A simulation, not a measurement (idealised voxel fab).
process module | voxel wiring stack
cross-section cut | 285 nm wide | cells 5 nm
A cross-section is a grid of square cells, given in bands from the top down. A band is one or more rows of cells.
Each band's line starts with the height of the band's top and of its bottom, in nm. Then come its materials from left to right, each with its width in nm. One material with "throughout" fills the band from edge to edge. "air" is empty space.
Height 0 is the level under which the wafer as received is all one material. The lowest band goes on downwards, as in "0 down".
A width such as "30 to 40" changes by the same amount from each row of cells to the next, from the band's top row to its bottom row.
"no change" after a step means that no cell of the cross-section changed.
closed voids: empty space of 8 cells or more with no open way to the top, each as width x height at its distance from the left edge, in nm
after a step's settings: what the simulator itself notes on the step
overlay nm, on a step with a mask: how far to the right of its planned place the mask lay; to the left if negative
plan
1 op RECEIVE | material Si
2 op CONFORMAL_DEP | material SiO2 | thk nm 15
3 op DIRECTIONAL_DEP | material TiN | thk nm 5
4 op DIRECTIONAL_DEP | material Ru | thk nm 15
5 op MASKED_ETCH | tone cover | mask id METAL_1 | width nm 20 | pitch nm 40 | etch materials Ru | depth nm 15 | overlay nm 0
6 op MASKED_ETCH | tone cover | mask id METAL_1 | width nm 20 | pitch nm 40 | etch materials TiN | depth nm 5 | overlay nm 0
7 op CONFORMAL_DEP | material SiN | thk nm 5
8 op FILL_DEP | material SiO2 | thk nm 5
9 op CMP | height nm 35
10 op CONFORMAL_DEP | material SiCN | thk nm 5
11 op DIRECTIONAL_DEP | material SiO2 | thk nm 30
12 op MASKED_ETCH | tone open | mask id METAL_2 | width nm 20 | pitch nm 40 | etch materials SiO2 | depth nm 20 | overlay nm 0
13 op MASKED_ETCH | tone open | mask id METAL_2_HOLES | width nm 15 | pitch nm 40 | etch materials SiO2 | depth nm 10 | overlay nm 0
14 op MASKED_ETCH | tone open | mask id METAL_2_HOLES | width nm 15 | pitch nm 40 | etch materials SiCN | depth nm 5 | overlay nm 0
15 op CONFORMAL_DEP | material TiN | thk nm 5
16 op FILL_DEP | material Ru | thk nm 10
17 op CMP | height nm 70
18 op CONFORMAL_DEP | material SiCN | thk nm 5
first wafer, as planned
as received, after step 1
  0 down: Si throughout
  closed voids: none
after step 2
  15 to 0: SiO2 throughout
  below 0: unchanged
after step 3
  20 to 15: TiN throughout
  below 15: unchanged
after step 4
  35 to 20: Ru throughout
  below 20: unchanged
after step 5
  35 to 20: air 70 | Ru 20 | air 20 | Ru 20 | air 20 | Ru 20 | air 20 | Ru 20 | air 75
  below 20: unchanged
after step 6
  35 to 20: air 70 | Ru 20 | air 20 | Ru 20 | air 20 | Ru 20 | air 20 | Ru 20 | air 75
  20 to 15: air 70 | TiN 20 | air 20 | TiN 20 | air 20 | TiN 20 | air 20 | TiN 20 | air 75
  below 15: unchanged
after step 7
  40 to 35: air 65 | SiN 30 | air 10 | SiN 30 | air 10 | SiN 30 | air 10 | SiN 30 | air 70
  35 to 20: air 65 | SiN 5 | Ru 20 | SiN 5 | air 10 | SiN 5 | Ru 20 | SiN 5 | air 10 | SiN 5 | Ru 20 | SiN 5 | air 10 | SiN 5 | Ru 20 | SiN 5 | air 70
  20 to 15: SiN 70 | TiN 20 | SiN 20 | TiN 20 | SiN 20 | TiN 20 | SiN 20 | TiN 20 | SiN 75
  below 15: unchanged
after step 8
  45 to 40: SiO2 throughout
  40 to 35: SiO2 65 | SiN 30 | SiO2 10 | SiN 30 | SiO2 10 | SiN 30 | SiO2 10 | SiN 30 | SiO2 70
  35 to 20: SiO2 65 | SiN 5 | Ru 20 | SiN 5 | SiO2 10 | SiN 5 | Ru 20 | SiN 5 | SiO2 10 | SiN 5 | Ru 20 | SiN 5 | SiO2 10 | SiN 5 | Ru 20 | SiN 5 | SiO2 70
  below 20: unchanged
after step 9
  35 to 20: SiO2 65 | SiN 5 | Ru 20 | SiN 5 | SiO2 10 | SiN 5 | Ru 20 | SiN 5 | SiO2 10 | SiN 5 | Ru 20 | SiN 5 | SiO2 10 | SiN 5 | Ru 20 | SiN 5 | SiO2 70
  below 20: unchanged
after step 10
  40 to 35: SiCN throughout
  below 35: unchanged
after step 11
  70 to 40: SiO2 throughout
  below 40: unchanged
after step 12
  70 to 50: SiO2 70 | air 20 | SiO2 20 | air 20 | SiO2 20 | air 20 | SiO2 20 | air 20 | SiO2 75
  below 50: unchanged
after step 13
  70 to 50: SiO2 70 | air 20 | SiO2 20 | air 20 | SiO2 20 | air 20 | SiO2 20 | air 20 | SiO2 75
  50 to 40: SiO2 70 | air 15 | SiO2 25 | air 15 | SiO2 25 | air 15 | SiO2 25 | air 15 | SiO2 80
  below 40: unchanged
after step 14
  70 to 50: SiO2 70 | air 20 | SiO2 20 | air 20 | SiO2 20 | air 20 | SiO2 20 | air 20 | SiO2 75
  50 to 40: SiO2 70 | air 15 | SiO2 25 | air 15 | SiO2 25 | air 15 | SiO2 25 | air 15 | SiO2 80
  40 to 35: SiCN 70 | air 15 | SiCN 25 | air 15 | SiCN 25 | air 15 | SiCN 25 | air 15 | SiCN 80
  below 35: unchanged
after step 15
  75 to 70: TiN 75 | air 10 | TiN 30 | air 10 | TiN 30 | air 10 | TiN 30 | air 10 | TiN 80
  70 to 55: SiO2 70 | TiN 5 | air 10 | TiN 5 | SiO2 20 | TiN 5 | air 10 | TiN 5 | SiO2 20 | TiN 5 | air 10 | TiN 5 | SiO2 20 | TiN 5 | air 10 | TiN 5 | SiO2 75
  55 to 50: SiO2 70 | TiN 5 | air 5 | TiN 10 | SiO2 20 | TiN 5 | air 5 | TiN 10 | SiO2 20 | TiN 5 | air 5 | TiN 10 | SiO2 20 | TiN 5 | air 5 | TiN 10 | SiO2 75
  50 to 40: SiO2 70 | TiN 5 | air 5 | TiN 5 | SiO2 25 | TiN 5 | air 5 | TiN 5 | SiO2 25 | TiN 5 | air 5 | TiN 5 | SiO2 25 | TiN 5 | air 5 | TiN 5 | SiO2 80
  40 to 35: SiCN 70 | TiN 15 | SiCN 25 | TiN 15 | SiCN 25 | TiN 15 | SiCN 25 | TiN 15 | SiCN 80
  below 35: unchanged
after step 16
  85 to 75: Ru throughout
  75 to 70: TiN 75 | Ru 10 | TiN 30 | Ru 10 | TiN 30 | Ru 10 | TiN 30 | Ru 10 | TiN 80
  70 to 55: SiO2 70 | TiN 5 | Ru 10 | TiN 5 | SiO2 20 | TiN 5 | Ru 10 | TiN 5 | SiO2 20 | TiN 5 | Ru 10 | TiN 5 | SiO2 20 | TiN 5 | Ru 10 | TiN 5 | SiO2 75
  55 to 50: SiO2 70 | TiN 5 | Ru 5 | TiN 10 | SiO2 20 | TiN 5 | Ru 5 | TiN 10 | SiO2 20 | TiN 5 | Ru 5 | TiN 10 | SiO2 20 | TiN 5 | Ru 5 | TiN 10 | SiO2 75
  50 to 40: SiO2 70 | TiN 5 | Ru 5 | TiN 5 | SiO2 25 | TiN 5 | Ru 5 | TiN 5 | SiO2 25 | TiN 5 | Ru 5 | TiN 5 | SiO2 25 | TiN 5 | Ru 5 | TiN 5 | SiO2 80
  below 40: unchanged
after step 17
  70 to 55: SiO2 70 | TiN 5 | Ru 10 | TiN 5 | SiO2 20 | TiN 5 | Ru 10 | TiN 5 | SiO2 20 | TiN 5 | Ru 10 | TiN 5 | SiO2 20 | TiN 5 | Ru 10 | TiN 5 | SiO2 75
  below 55: unchanged
after step 18
  75 to 70: SiCN throughout
  below 70: unchanged
second wafer: like start, like plan, one mistake. Through step 11 it matches the first wafer
when step 12 should have ended
  70 to 50: SiO2 75 | air 15 | SiO2 25 | air 15 | SiO2 25 | air 15 | SiO2 25 | air 15 | SiO2 75
  below 50: unchanged
when step 13 should have ended
  70 to 60: SiO2 70 | air 20 | SiO2 20 | air 20 | SiO2 20 | air 20 | SiO2 20 | air 20 | SiO2 75
  60 to 50: SiO2 75 | air 15 | SiO2 25 | air 15 | SiO2 25 | air 15 | SiO2 25 | air 15 | SiO2 75
  50 to 40: SiO2 75 | air 10 | SiO2 30 | air 10 | SiO2 30 | air 10 | SiO2 30 | air 10 | SiO2 80
  below 40: unchanged
when step 14 should have ended
  70 to 60: SiO2 70 | air 20 | SiO2 20 | air 20 | SiO2 20 | air 20 | SiO2 20 | air 20 | SiO2 75
  60 to 50: SiO2 75 | air 15 | SiO2 25 | air 15 | SiO2 25 | air 15 | SiO2 25 | air 15 | SiO2 75
  50 to 40: SiO2 75 | air 10 | SiO2 30 | air 10 | SiO2 30 | air 10 | SiO2 30 | air 10 | SiO2 80
  40 to 35: SiCN 75 | air 10 | SiCN 30 | air 10 | SiCN 30 | air 10 | SiCN 30 | air 10 | SiCN 80
  below 35: unchanged
when step 15 should have ended
  75 to 70: TiN 75 | air 10 | TiN 30 | air 10 | TiN 30 | air 10 | TiN 30 | air 10 | TiN 80
  70 to 60: SiO2 70 | TiN 5 to 10 | air 10 to 5 | TiN 5 | SiO2 20 | TiN 5 to 10 | air 10 to 5 | TiN 5 | SiO2 20 | TiN 5 to 10 | air 10 to 5 | TiN 5 | SiO2 20 | TiN 5 to 10 | air 10 to 5 | TiN 5 | SiO2 75
  60 to 55: SiO2 75 | TiN 5 | air 5 | TiN 5 | SiO2 25 | TiN 5 | air 5 | TiN 5 | SiO2 25 | TiN 5 | air 5 | TiN 5 | SiO2 25 | TiN 5 | air 5 | TiN 5 | SiO2 75
  55 to 50: SiO2 75 | TiN 15 | SiO2 25 | TiN 15 | SiO2 25 | TiN 15 | SiO2 25 | TiN 15 | SiO2 75
  50 to 40: SiO2 75 | TiN 10 | SiO2 30 | TiN 10 | SiO2 30 | TiN 10 | SiO2 30 | TiN 10 | SiO2 80
  40 to 35: SiCN 75 | TiN 10 | SiCN 30 | TiN 10 | SiCN 30 | TiN 10 | SiCN 30 | TiN 10 | SiCN 80
  below 35: unchanged
when step 16 should have ended
  85 to 75: Ru throughout
  75 to 70: TiN 75 | Ru 10 | TiN 30 | Ru 10 | TiN 30 | Ru 10 | TiN 30 | Ru 10 | TiN 80
  70 to 60: SiO2 70 | TiN 5 to 10 | Ru 10 to 5 | TiN 5 | SiO2 20 | TiN 5 to 10 | Ru 10 to 5 | TiN 5 | SiO2 20 | TiN 5 to 10 | Ru 10 to 5 | TiN 5 | SiO2 20 | TiN 5 to 10 | Ru 10 to 5 | TiN 5 | SiO2 75
  60 to 55: SiO2 75 | TiN 5 | Ru 5 | TiN 5 | SiO2 25 | TiN 5 | Ru 5 | TiN 5 | SiO2 25 | TiN 5 | Ru 5 | TiN 5 | SiO2 25 | TiN 5 | Ru 5 | TiN 5 | SiO2 75
  below 55: unchanged
when step 17 should have ended
  70 to 60: SiO2 70 | TiN 5 to 10 | Ru 10 to 5 | TiN 5 | SiO2 20 | TiN 5 to 10 | Ru 10 to 5 | TiN 5 | SiO2 20 | TiN 5 to 10 | Ru 10 to 5 | TiN 5 | SiO2 20 | TiN 5 to 10 | Ru 10 to 5 | TiN 5 | SiO2 75
  below 60: unchanged
when step 18 should have ended
  75 to 70: SiCN throughout
  below 70: unchanged
what went wrong: step 12 ran as: op MASKED_ETCH | tone open | mask id METAL_2 | width nm 15 | pitch nm 40 | etch materials SiO2 | depth nm 20 | overlay nm 0
at the end the second wafer has, in cells: 20 fewer of Ru | 4 more of SiCN | 16 more of SiO2
